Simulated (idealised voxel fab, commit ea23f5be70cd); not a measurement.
This section sets out a process module, namely voxel air gaps.
Shown is cross-section cut, with a width of 285 nm and square cells of size 5 nm.
Cross-section, as written here: a square-cell grid given band by band from the top down, where a band holds one or more rows of cells.
The band entry comprises the height of the band's top followed by the height of its bottom, expressed in nm, and subsequently the band's materials from left to right, each stated together with its width in nm. Where a single material is marked with the word "full width", that material fills the band from edge to edge. The word "blank" represents empty space.
Heights are expressed relative to 0, this being the level below which the as-received wafer comprises one material exclusively. The lowest band is unbounded in the downward direction and is denoted as in "0 and below".
The notation "30 to 40" denotes a width that varies across the rows of cells in the band, beginning at the first number in the top row, finishing at the second number in the bottom row, and changing by an identical amount from each row to the next.
It should be understood that the words "remains unaltered", when stated for a given step, signify that the cross-section underwent no change in any of its cells during that step.
In "Enclosed void listing" the enclosed voids are listed, meaning empty spaces of 8 cells or larger without any opening to the top. The form is width x height at distance, distance from the left edge, units nm.
That trailing text on a step's line, after the settings, is the simulator's own remark on the step.
Among the settings permitted on a step's line is "overlay nm"; applied to a step with a mask, it specifies the extent to which the mask lay to the right of its planned position, whereas a negative figure signifies a position to the left.

### List of planned process steps
1 RECEIVE, material Si
2 CONFORMAL_DEP, material SiO2, thk nm 10
3 CONFORMAL_DEP, material SiN, thk nm 5
4 DIRECTIONAL_DEP, material lowk, thk nm 30
5 MASKED_ETCH, tone open, mask id LINES, width nm 25, pitch nm 50, etch materials lowk, depth nm 30, overlay nm 0
6 CONFORMAL_DEP, material TiN, thk nm 5
7 FILL_DEP, material Ru, thk nm 5
8 CMP, height nm 45
9 EPI, material Ru, thk nm 10
10 SELECTIVE_ETCH, etch materials lowk, depth nm 40
11 CONFORMAL_DEP, material SiCN, thk nm 5

### First of two wafers, with the run carried out as planned

### Cross-section of the wafer as it came to us, i.e., already through step 1
0 and below  Si full width
Enclosed void listing: none

### Presented here is a cross-section of the wafer after step 2 has been performed
10 down to 0  SiO2 full width
Everything under 0 stays put, no change at all.

### Presented here is a cross-section of the wafer after step 3 has been performed
15 down to 10  SiN full width
Everything under 10 stays put, no change at all.

### Presented here is a cross-section of the wafer after step 4 has been performed
45 down to 15  lowk full width
Everything under 15 stays put, no change at all.

### Presented here is a cross-section of the wafer after step 5 has been performed
45 down to 15  lowk 80; blank 25; lowk 25; blank 25; lowk 25; blank 25; lowk 80
Everything under 15 stays put, no change at all.

### Presented here is a cross-section of the wafer after step 6 has been performed
50 down to 45  TiN 85; blank 15; TiN 35; blank 15; TiN 35; blank 15; TiN 85
45 down to 20  lowk 80; TiN 5; blank 15; TiN 5; lowk 25; TiN 5; blank 15; TiN 5; lowk 25; TiN 5; blank 15; TiN 5; lowk 80
20 down to 15  lowk 80; TiN 25; lowk 25; TiN 25; lowk 25; TiN 25; lowk 80
Everything under 15 stays put, no change at all.

### Presented here is a cross-section of the wafer after step 7 has been performed
55 down to 50  Ru full width
50 down to 45  TiN 85; Ru 15; TiN 35; Ru 15; TiN 35; Ru 15; TiN 85
45 down to 20  lowk 80; TiN 5; Ru 15; TiN 5; lowk 25; TiN 5; Ru 15; TiN 5; lowk 25; TiN 5; Ru 15; TiN 5; lowk 80
Everything under 20 stays put, no change at all.

### Presented here is a cross-section of the wafer after step 8 has been performed
45 down to 20  lowk 80; TiN 5; Ru 15; TiN 5; lowk 25; TiN 5; Ru 15; TiN 5; lowk 25; TiN 5; Ru 15; TiN 5; lowk 80
Everything under 20 stays put, no change at all.

### Presented here is a cross-section of the wafer after step 9 has been performed
55 down to 45  blank 70; Ru 45; blank 5; Ru 45; blank 5; Ru 45; blank 70
Everything under 45 stays put, no change at all.

### Presented here is a cross-section of the wafer after step 10 has been performed
55 down to 45  blank 70; Ru 45; blank 5; Ru 45; blank 5; Ru 45; blank 70
45 down to 20  blank 80; TiN 5; Ru 15; TiN 5; blank 25; TiN 5; Ru 15; TiN 5; blank 25; TiN 5; Ru 15; TiN 5; blank 80
20 down to 15  blank 80; TiN 25; blank 25; TiN 25; blank 25; TiN 25; blank 80
Everything under 15 stays put, no change at all.

### Presented here is a cross-section of the wafer after step 11 has been performed
60 down to 55  blank 65; SiCN 155; blank 65
55 down to 45  blank 65; SiCN 5; Ru 45; SiCN 5; Ru 45; SiCN 5; Ru 45; SiCN 5; blank 65
45 down to 40  blank 65; SiCN 15; TiN 5; Ru 15; TiN 5; SiCN 25; TiN 5; Ru 15; TiN 5; SiCN 25; TiN 5; Ru 15; TiN 5; SiCN 15; blank 65
40 down to 20  blank 75; SiCN 5; TiN 5; Ru 15; TiN 5; SiCN 5; blank 15; SiCN 5; TiN 5; Ru 15; TiN 5; SiCN 5; blank 15; SiCN 5; TiN 5; Ru 15; TiN 5; SiCN 5; blank 75
20 down to 15  SiCN 80; TiN 25; SiCN 25; TiN 25; SiCN 25; TiN 25; SiCN 80
Everything under 15 stays put, no change at all.
Enclosed void listing: 15 x 20 at 110; 15 x 20 at 160

### Second wafer, same starting state and plan as the first, one mistake in the run, identical through step 4

### Second wafer, sectioned view, at step 5's planned end time
45 down to 15  lowk 85; blank 25; lowk 25; blank 25; lowk 25; blank 25; lowk 75
Everything under 15 stays put, no change at all.

### Second wafer, sectioned view, at step 6's planned end time
50 down to 45  TiN 90; blank 15; TiN 35; blank 15; TiN 35; blank 15; TiN 80
45 down to 20  lowk 85; TiN 5; blank 15; TiN 5; lowk 25; TiN 5; blank 15; TiN 5; lowk 25; TiN 5; blank 15; TiN 5; lowk 75
20 down to 15  lowk 85; TiN 25; lowk 25; TiN 25; lowk 25; TiN 25; lowk 75
Everything under 15 stays put, no change at all.

### Second wafer, sectioned view, at step 7's planned end time
55 down to 50  Ru full width
50 down to 45  TiN 90; Ru 15; TiN 35; Ru 15; TiN 35; Ru 15; TiN 80
45 down to 20  lowk 85; TiN 5; Ru 15; TiN 5; lowk 25; TiN 5; Ru 15; TiN 5; lowk 25; TiN 5; Ru 15; TiN 5; lowk 75
Everything under 20 stays put, no change at all.

### Second wafer, sectioned view, at step 8's planned end time
45 down to 20  lowk 85; TiN 5; Ru 15; TiN 5; lowk 25; TiN 5; Ru 15; TiN 5; lowk 25; TiN 5; Ru 15; TiN 5; lowk 75
Everything under 20 stays put, no change at all.

### Second wafer, sectioned view, at step 9's planned end time
55 down to 45  blank 75; Ru 45; blank 5; Ru 45; blank 5; Ru 45; blank 65
Everything under 45 stays put, no change at all.

### Second wafer, sectioned view, at step 10's planned end time
55 down to 45  blank 75; Ru 45; blank 5; Ru 45; blank 5; Ru 45; blank 65
45 down to 20  blank 85; TiN 5; Ru 15; TiN 5; blank 25; TiN 5; Ru 15; TiN 5; blank 25; TiN 5; Ru 15; TiN 5; blank 75
20 down to 15  blank 85; TiN 25; blank 25; TiN 25; blank 25; TiN 25; blank 75
Everything under 15 stays put, no change at all.

### Second wafer, sectioned view, at step 11's planned end time
60 down to 55  blank 70; SiCN 155; blank 60
55 down to 45  blank 70; SiCN 5; Ru 45; SiCN 5; Ru 45; SiCN 5; Ru 45; SiCN 5; blank 60
45 down to 40  blank 70; SiCN 15; TiN 5; Ru 15; TiN 5; SiCN 25; TiN 5; Ru 15; TiN 5; SiCN 25; TiN 5; Ru 15; TiN 5; SiCN 15; blank 60
40 down to 20  blank 80; SiCN 5; TiN 5; Ru 15; TiN 5; SiCN 5; blank 15; SiCN 5; TiN 5; Ru 15; TiN 5; SiCN 5; blank 15; SiCN 5; TiN 5; Ru 15; TiN 5; SiCN 5; blank 70
20 down to 15  SiCN 85; TiN 25; SiCN 25; TiN 25; SiCN 25; TiN 25; SiCN 75
Everything under 15 stays put, no change at all.
Enclosed void listing: 15 x 20 at 115; 15 x 20 at 165
Deviation from plan: planned and actual differ for step 5; actual: MASKED_ETCH, tone open, mask id LINES, width nm 25, pitch nm 50, etch materials lowk, depth nm 30, overlay nm 5
At the close, every material occupies the same number of cells on the second wafer as on the first, only in different positions.
